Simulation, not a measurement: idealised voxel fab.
process module | voxel capacitor over wiring
cross-section cut | 195 nm wide | cells 5 nm
A cross-section is a grid of square cells, given in bands from the top down. A band is one or more rows of cells.
Each band's line starts with the height of the band's top and of its bottom, in nm. Then come its materials from left to right, each with its width in nm. One material with "throughout" fills the band from edge to edge. "air" is empty space.
Height 0 is the level under which the wafer as received is all one material. The lowest band goes on downwards, as in "0 down".
A width such as "30 to 40" changes by the same amount from each row of cells to the next, from the band's top row to its bottom row.
"no change" after a step means that no cell of the cross-section changed.
closed voids: empty space of 8 cells or more with no open way to the top, each as width x height at its distance from the left edge, in nm
after a step's settings: what the simulator itself notes on the step
overlay nm, on a step with a mask: how far to the right of its planned place the mask lay; to the left if negative
plan
1 op RECEIVE | material Si
2 op CONFORMAL_DEP | material SiO2 | thk nm 15
3 op CONFORMAL_DEP | material SiN | thk nm 5
4 op DIRECTIONAL_DEP | material SiO2 | thk nm 20
5 op DIRECTIONAL_DEP | material aC | thk nm 15
6 op PATTERN | tone open | mask id METAL_1 | material resist | width nm 25 | pitch nm 75 | thk nm 35 | overlay nm 0
7 op DIRECTIONAL_ETCH | etch materials aC | depth nm 15
8 op STRIP | etch materials resist
9 op DIRECTIONAL_ETCH | etch materials SiO2 | depth nm 20
10 op DIRECTIONAL_ETCH | etch materials SiN | depth nm 5
11 op STRIP | etch materials aC
12 op CONFORMAL_DEP | material TiN | thk nm 5
13 op FILL_DEP | material Ru | thk nm 5
14 op CMP | height nm 40
15 op CONFORMAL_DEP | material SiCN | thk nm 5
16 op DIRECTIONAL_DEP | material lowk | thk nm 10
17 op MASKED_ETCH | tone open | mask id PLUG_1 | width nm 15 | etch materials lowk | depth nm 10 | overlay nm 0
18 op MASKED_ETCH | tone open | mask id PLUG_1 | width nm 15 | etch materials SiCN | depth nm 5 | overlay nm 0
19 op EPI | material Ru | thk nm 10
20 op EPI | material Ru | thk nm 5
21 op DIRECTIONAL_DEP | material TiN | thk nm 10
22 op DIRECTIONAL_DEP | material HfO2 | thk nm 5
23 op DIRECTIONAL_DEP | material TiN | thk nm 10
24 op PATTERN | tone cover | mask id UPPER_PLATE | material resist | width nm 55 | thk nm 15 | overlay nm 0
25 op DIRECTIONAL_ETCH | etch materials TiN | depth nm 10
26 op DIRECTIONAL_ETCH | etch materials HfO2 | depth nm 5
27 op STRIP | etch materials resist
28 op PATTERN | tone cover | mask id LOWER_PLATE | material resist | width nm 65 | thk nm 15 | overlay nm 0
29 op DIRECTIONAL_ETCH | etch materials TiN | depth nm 10
30 op STRIP | etch materials resist
31 op FILL_DEP | material SiO2 | thk nm 20
32 op CMP | height nm 95
33 op PATTERN | tone open | mask id PLUG_2 | material resist | width nm 15 | thk nm 20 | overlay nm 0
34 op DIRECTIONAL_ETCH | etch materials SiO2 | depth nm 15
35 op STRIP | etch materials resist
36 op CONFORMAL_DEP | material TiN | thk nm 5
37 op FILL_DEP | material Ru | thk nm 5
38 op CMP | height nm 95
39 op CONFORMAL_DEP | material SiCN | thk nm 5
first wafer, as planned
as received, after step 1
  0 down: Si throughout
  closed voids: none
after step 2
  15 to 0: SiO2 throughout
  below 0: unchanged
after step 3
  20 to 15: SiN throughout
  below 15: unchanged
after step 4
  40 to 20: SiO2 throughout
  below 20: unchanged
after step 5
  55 to 40: aC throughout
  below 40: unchanged
after step 6
  90 to 55: resist 45 | air 25 | resist 50 | air 25 | resist 50
  below 55: unchanged
after step 7
  75 to 55: resist 45 | air 25 | resist 50 | air 25 | resist 50
  55 to 40: aC 45 | air 25 | aC 50 | air 25 | aC 50
  below 40: unchanged
after step 8
  55 to 40: aC 45 | air 25 | aC 50 | air 25 | aC 50
  below 40: unchanged
after step 9
  55 to 40: aC 45 | air 25 | aC 50 | air 25 | aC 50
  40 to 20: SiO2 45 | air 25 | SiO2 50 | air 25 | SiO2 50
  below 20: unchanged
after step 10
  55 to 40: aC 45 | air 25 | aC 50 | air 25 | aC 50
  40 to 20: SiO2 45 | air 25 | SiO2 50 | air 25 | SiO2 50
  20 to 15: SiN 45 | air 25 | SiN 50 | air 25 | SiN 50
  below 15: unchanged
after step 11
  40 to 20: SiO2 45 | air 25 | SiO2 50 | air 25 | SiO2 50
  below 20: unchanged
after step 12
  45 to 40: TiN 50 | air 15 | TiN 60 | air 15 | TiN 55
  40 to 20: SiO2 45 | TiN 5 | air 15 | TiN 5 | SiO2 50 | TiN 5 | air 15 | TiN 5 | SiO2 50
  20 to 15: SiN 45 | TiN 25 | SiN 50 | TiN 25 | SiN 50
  below 15: unchanged
after step 13
  50 to 45: Ru throughout
  45 to 40: TiN 50 | Ru 15 | TiN 60 | Ru 15 | TiN 55
  40 to 20: SiO2 45 | TiN 5 | Ru 15 | TiN 5 | SiO2 50 | TiN 5 | Ru 15 | TiN 5 | SiO2 50
  below 20: unchanged
after step 14
  40 to 20: SiO2 45 | TiN 5 | Ru 15 | TiN 5 | SiO2 50 | TiN 5 | Ru 15 | TiN 5 | SiO2 50
  below 20: unchanged
after step 15
  45 to 40: SiCN throughout
  below 40: unchanged
after step 16
  55 to 45: lowk throughout
  below 45: unchanged
after step 17
  55 to 45: lowk 55 | air 15 | lowk 125
  below 45: unchanged
after step 18
  55 to 45: lowk 55 | air 15 | lowk 125
  45 to 40: SiCN 55 | air 15 | SiCN 125
  below 40: unchanged
after step 19
  55 to 50: lowk 55 | air 15 | lowk 125
  50 to 45: lowk 55 | Ru 15 | lowk 125
  45 to 40: SiCN 55 | Ru 15 | SiCN 125
  below 40: unchanged
after step 20
  55 to 45: lowk 55 | Ru 15 | lowk 125
  below 45: unchanged
after step 21
  65 to 55: TiN throughout
  below 55: unchanged
after step 22
  70 to 65: HfO2 throughout
  below 65: unchanged
after step 23
  80 to 70: TiN throughout
  below 70: unchanged
after step 24
  95 to 80: air 55 | resist 55 | air 85
  below 80: unchanged
after step 25
  95 to 80: air 55 | resist 55 | air 85
  80 to 70: air 55 | TiN 55 | air 85
  below 70: unchanged
after step 26
  95 to 80: air 55 | resist 55 | air 85
  80 to 70: air 55 | TiN 55 | air 85
  70 to 65: air 55 | HfO2 55 | air 85
  below 65: unchanged
after step 27
  80 to 70: air 55 | TiN 55 | air 85
  below 70: unchanged
after step 28
  95 to 80: air 50 | resist 65 | air 80
  80 to 70: air 50 | resist 5 | TiN 55 | resist 5 | air 80
  70 to 65: air 50 | resist 5 | HfO2 55 | resist 5 | air 80
  below 65: unchanged
after step 29
  95 to 80: air 50 | resist 65 | air 80
  80 to 70: air 50 | resist 5 | TiN 55 | resist 5 | air 80
  70 to 65: air 50 | resist 5 | HfO2 55 | resist 5 | air 80
  65 to 55: air 50 | TiN 65 | air 80
  below 55: unchanged
after step 30
  80 to 70: air 55 | TiN 55 | air 85
  70 to 65: air 55 | HfO2 55 | air 85
  below 65: unchanged
after step 31
  100 to 80: SiO2 throughout
  80 to 70: SiO2 55 | TiN 55 | SiO2 85
  70 to 65: SiO2 55 | HfO2 55 | SiO2 85
  65 to 55: SiO2 50 | TiN 65 | SiO2 80
  below 55: unchanged
after step 32
  95 to 80: SiO2 throughout
  below 80: unchanged
after step 33
  115 to 95: resist 65 | air 15 | resist 115
  below 95: unchanged
after step 34
  115 to 95: resist 65 | air 15 | resist 115
  95 to 80: SiO2 65 | air 15 | SiO2 115
  below 80: unchanged
after step 35
  95 to 80: SiO2 65 | air 15 | SiO2 115
  below 80: unchanged
after step 36
  100 to 95: TiN 70 | air 5 | TiN 120
  95 to 85: SiO2 65 | TiN 5 | air 5 | TiN 5 | SiO2 115
  85 to 80: SiO2 65 | TiN 15 | SiO2 115
  below 80: unchanged
after step 37
  105 to 100: Ru throughout
  100 to 95: TiN 70 | Ru 5 | TiN 120
  95 to 85: SiO2 65 | TiN 5 | Ru 5 | TiN 5 | SiO2 115
  below 85: unchanged
after step 38
  95 to 85: SiO2 65 | TiN 5 | Ru 5 | TiN 5 | SiO2 115
  below 85: unchanged
after step 39
  100 to 95: SiCN throughout
  below 95: unchanged
second wafer: like start, like plan, one mistake. Through step 21 it matches the first wafer
when step 22 should have ended
  75 to 55: TiN throughout
  below 55: unchanged
when step 23 should have ended
  80 to 75: HfO2 throughout
  below 75: unchanged
when step 24 should have ended
  95 to 80: air 55 | resist 55 | air 85
  below 80: unchanged
when step 25 should have ended: no change
when step 26 should have ended
  95 to 80: air 55 | resist 55 | air 85
  80 to 75: air 55 | HfO2 55 | air 85
  below 75: unchanged
when step 27 should have ended
  80 to 75: air 55 | HfO2 55 | air 85
  below 75: unchanged
when step 28 should have ended
  95 to 80: air 50 | resist 65 | air 80
  80 to 75: air 50 | resist 5 | HfO2 55 | resist 5 | air 80
  below 75: unchanged
when step 29 should have ended
  95 to 80: air 50 | resist 65 | air 80
  80 to 75: air 50 | resist 5 | HfO2 55 | resist 5 | air 80
  75 to 65: air 50 | TiN 65 | air 80
  below 65: unchanged
when step 30 should have ended
  80 to 75: air 55 | HfO2 55 | air 85
  below 75: unchanged
when step 31 should have ended
  100 to 80: SiO2 throughout
  80 to 75: SiO2 55 | HfO2 55 | SiO2 85
  75 to 65: SiO2 50 | TiN 65 | SiO2 80
  below 65: unchanged
when step 32 should have ended
  95 to 80: SiO2 throughout
  below 80: unchanged
when step 33 should have ended
  115 to 95: resist 65 | air 15 | resist 115
  below 95: unchanged
when step 34 should have ended
  115 to 95: resist 65 | air 15 | resist 115
  95 to 80: SiO2 65 | air 15 | SiO2 115
  below 80: unchanged
when step 35 should have ended
  95 to 80: SiO2 65 | air 15 | SiO2 115
  below 80: unchanged
when step 36 should have ended
  100 to 95: TiN 70 | air 5 | TiN 120
  95 to 85: SiO2 65 | TiN 5 | air 5 | TiN 5 | SiO2 115
  85 to 80: SiO2 65 | TiN 15 | SiO2 115
  below 80: unchanged
when step 37 should have ended
  105 to 100: Ru throughout
  100 to 95: TiN 70 | Ru 5 | TiN 120
  95 to 85: SiO2 65 | TiN 5 | Ru 5 | TiN 5 | SiO2 115
  below 85: unchanged
when step 38 should have ended
  95 to 85: SiO2 65 | TiN 5 | Ru 5 | TiN 5 | SiO2 115
  below 85: unchanged
when step 39 should have ended
  100 to 95: SiCN throughout
  below 95: unchanged
what went wrong: steps 22 and 23 were swapped
at the end the second wafer has, in cells: 56 fewer of SiO2 | 56 more of TiN
